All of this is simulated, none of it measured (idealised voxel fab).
Process module under the name voxel self aligned contacts
250 nm wide, 5 nm square cells: that's cross-section cut.
In what follows, cross-sections appear as grids of square cells, described through bands that run from the top down, where every band is one or more rows of cells.
Per band: top height and bottom height in nm, followed by the left-to-right materials and their widths in nm; "full width" marks a single material spanning edge to edge, "blank" marks empty space.
Convention: height 0 is the level below which the wafer, as received, is all one material. The lowest band does not terminate at the bottom but continues downward, represented as "top 0, no bottom".
It should be noted that a width expressed as "30..40" varies in equal increments from row to row of cells within the band, taking the value of the first number at the top row and that of the second number at the bottom row.
No cell of the cross-section changed in a step that is given as "nothing got changed".
The label "Enclosed voids" introduces a list of the empty spaces, 8 cells or larger, that have no open way up to the top; each entry in it reads width x height at distance, where the distance is taken from the left edge and all three are stated in nm.
after a step's settings: what the simulator itself notes on the step
What "overlay nm" on a step's line means: if the step has a mask, that mask lay this far to the right of its planned place, or, when the value is negative, to the left.

Set out below are the planned steps of the process:
1: RECEIVE,material Si
2: OXIDIZE,depth nm 5
3: DIRECTIONAL_DEP,material polySi,thk nm 30
4: DIRECTIONAL_DEP,material SiN,thk nm 15
5: DIRECTIONAL_DEP,material aC,thk nm 10
6: PATTERN,tone cover,mask id GATE,material resist,width nm 30,pitch nm 55,thk nm 25,overlay nm 0
7: DIRECTIONAL_ETCH,etch materials aC,depth nm 10
8: STRIP,etch materials resist
9: DIRECTIONAL_ETCH,etch materials SiN,depth nm 15
10: DIRECTIONAL_ETCH,etch materials polySi,depth nm 30
11: STRIP,etch materials aC
12: CONFORMAL_DEP,material SiN,thk nm 5
13: DIRECTIONAL_ETCH,etch materials SiN,depth nm 5
14: FILL_DEP,material SiO2,thk nm 15
15: CMP,height nm 55
16: DIRECTIONAL_DEP,material aC,thk nm 10
17: PATTERN,tone open,mask id CONTACT,material resist,width nm 35,pitch nm 55,thk nm 25,overlay nm 0
18: DIRECTIONAL_ETCH,etch materials aC,depth nm 10
19: STRIP,etch materials resist
20: DIRECTIONAL_ETCH,etch materials SiO2,depth nm 60
21: STRIP,etch materials aC
22: CONFORMAL_DEP,material TiN,thk nm 5
23: FILL_DEP,material W,thk nm 10
24: CMP,height nm 55
25: CONFORMAL_DEP,material SiCN,thk nm 5

Cross-section: wafer on arrival = after step 1:
* top 0, no bottom = Si full width
* Enclosed voids: none

First of two wafers: cross-section at end of module, run per plan:
* top 60, bottom 55 = SiCN full width
* top 55, bottom 45 = SiO2 80 nm, TiN 5..15 nm, W 25..5 nm, TiN 5..15 nm, SiO2 20 nm, TiN 5..15 nm, W 25..5 nm, TiN 5..15 nm, SiO2 80 nm
* top 45, bottom 30 = SiO2 50 nm, SiN 40 nm, TiN 5 nm, W 5 nm, TiN 5 nm, SiN 40 nm, TiN 5 nm, W 5 nm, TiN 5 nm, SiN 40 nm, SiO2 50 nm
* top 30, bottom 0 = SiO2 50 nm, SiN 5 nm, polySi 30 nm, SiN 5 nm, TiN 5 nm, W 5 nm, TiN 5 nm, SiN 5 nm, polySi 30 nm, SiN 5 nm, TiN 5 nm, W 5 nm, TiN 5 nm, SiN 5 nm, polySi 30 nm, SiN 5 nm, SiO2 50 nm
* top 0, bottom -5 = SiO2 90 nm, TiN 15 nm, SiO2 40 nm, TiN 15 nm, SiO2 90 nm
* top -5, no bottom = Si full width
* Enclosed voids: none

Now the second wafer, cross-sectioned at the end of the module. Nothing different at the start, nothing different in the plan compared with the first, just one mistake when it was actually run:
* top 60, bottom 55 = SiCN full width
* top 55, bottom 45 = SiO2 80 nm, TiN 5 nm, W 25 nm, TiN 5 nm, SiO2 20 nm, TiN 5 nm, W 25 nm, TiN 5 nm, SiO2 80 nm
* top 45, bottom 40 = SiO2 80 nm, TiN 10 nm, W 15 nm, TiN 10 nm, SiO2 20 nm, TiN 10 nm, W 15 nm, TiN 10 nm, SiO2 80 nm
* top 40, bottom 30 = SiO2 55 nm, SiN 30 nm, TiN 5 nm, W 15 nm, TiN 5 nm, SiN 30 nm, TiN 5 nm, W 15 nm, TiN 5 nm, SiN 30 nm, SiO2 55 nm
* top 30, bottom 0 = SiO2 55 nm, polySi 30 nm, TiN 5 nm, W 15 nm, TiN 5 nm, polySi 30 nm, TiN 5 nm, W 15 nm, TiN 5 nm, polySi 30 nm, SiO2 55 nm
* top 0, bottom -5 = SiO2 85 nm, TiN 25 nm, SiO2 30 nm, TiN 25 nm, SiO2 85 nm
* top -5, no bottom = Si full width
* Enclosed voids: none
what went wrong: plan step 12 never ran because it was skipped
at the end the second wafer has, in cells: SiN: 72 fewer; SiO2: 28 more; W: 44 more
